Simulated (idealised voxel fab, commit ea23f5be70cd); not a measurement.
Process module heading - voxel double patterning
Each square cell in cross-section cut measures 5 nm, and the section as a whole is 260 nm wide.
Cross-section spec: square-cell grid; bands listed top down; each band is one or more rows.
Read a band's entry like this: the first values are the height of its top and the height of its bottom in nm, and what follows is the sequence of materials from left to right, each with its width in nm. Note that "empty" is empty space, and that a single material marked "throughout" reaches across the band from edge to edge.
It should be noted that heights are counted from 0, beneath which the wafer as supplied is of one material throughout, and that the lowest band possesses no lower boundary but continues downward, as written in "0..down".
The expression "30 to 40" gives the width at the extremes of the band, the first number at its top row of cells and the second at its bottom row, with the width changing by equal amounts from each row to the next in between.
"remained the same" -> step changed no cross-section cell.
The entry titled "Internal closed voids" provides the empty spaces that have no open way to the top, restricted to those of 8 cells or more. Each is presented as width x height at distance, the distance being measured from the left edge, with all three in nm.
Post-settings text on a step line: simulator's own remark regarding the step.
Regarding "overlay nm": on a step with a mask, it is the distance the mask lay to the right of its planned place; a negative value places it to the left.

## Steps planned for the process
| 1 | RECEIVE [material Si] |
| 2 | CONFORMAL_DEP [material SiO2] [thk nm 5] |
| 3 | DIRECTIONAL_DEP [material TiN] [thk nm 20] |
| 4 | DIRECTIONAL_DEP [material SiCN] [thk nm 10] |
| 5 | DIRECTIONAL_DEP [material aC] [thk nm 15] |
| 6 | PATTERN [tone open] [mask id FIRST] [material resist] [width nm 15] [pitch nm 50] [thk nm 30] [overlay nm 0] |
| 7 | DIRECTIONAL_ETCH [etch materials aC] [depth nm 15] |
| 8 | STRIP [etch materials resist] |
| 9 | DIRECTIONAL_ETCH [etch materials SiCN] [depth nm 10] |
| 10 | STRIP [etch materials aC] |
| 11 | MASKED_ETCH [tone open] [mask id SECOND] [width nm 15] [etch materials SiCN] [depth nm 10] [overlay nm 0] |
| 12 | DIRECTIONAL_ETCH [etch materials TiN] [depth nm 20] |
| 13 | STRIP [etch materials SiCN] |

## Cross-section of the wafer at receipt, which is the condition after step 1
  0..down | Si throughout
  Internal closed voids: none

## Cross-section, end of module. Start: as above. Plan: as above. Execution: one mistake
  25..5 | empty=120 / TiN=15 / empty=125
  5..0 | SiO2 throughout
  0..down | Si throughout
  Internal closed voids: none
What broke from the plan during processing? off-plan run, step 11, actual operation and settings MASKED_ETCH [tone cover] [mask id SECOND] [width nm 15] [etch materials SiCN] [depth nm 10] [overlay nm 0]
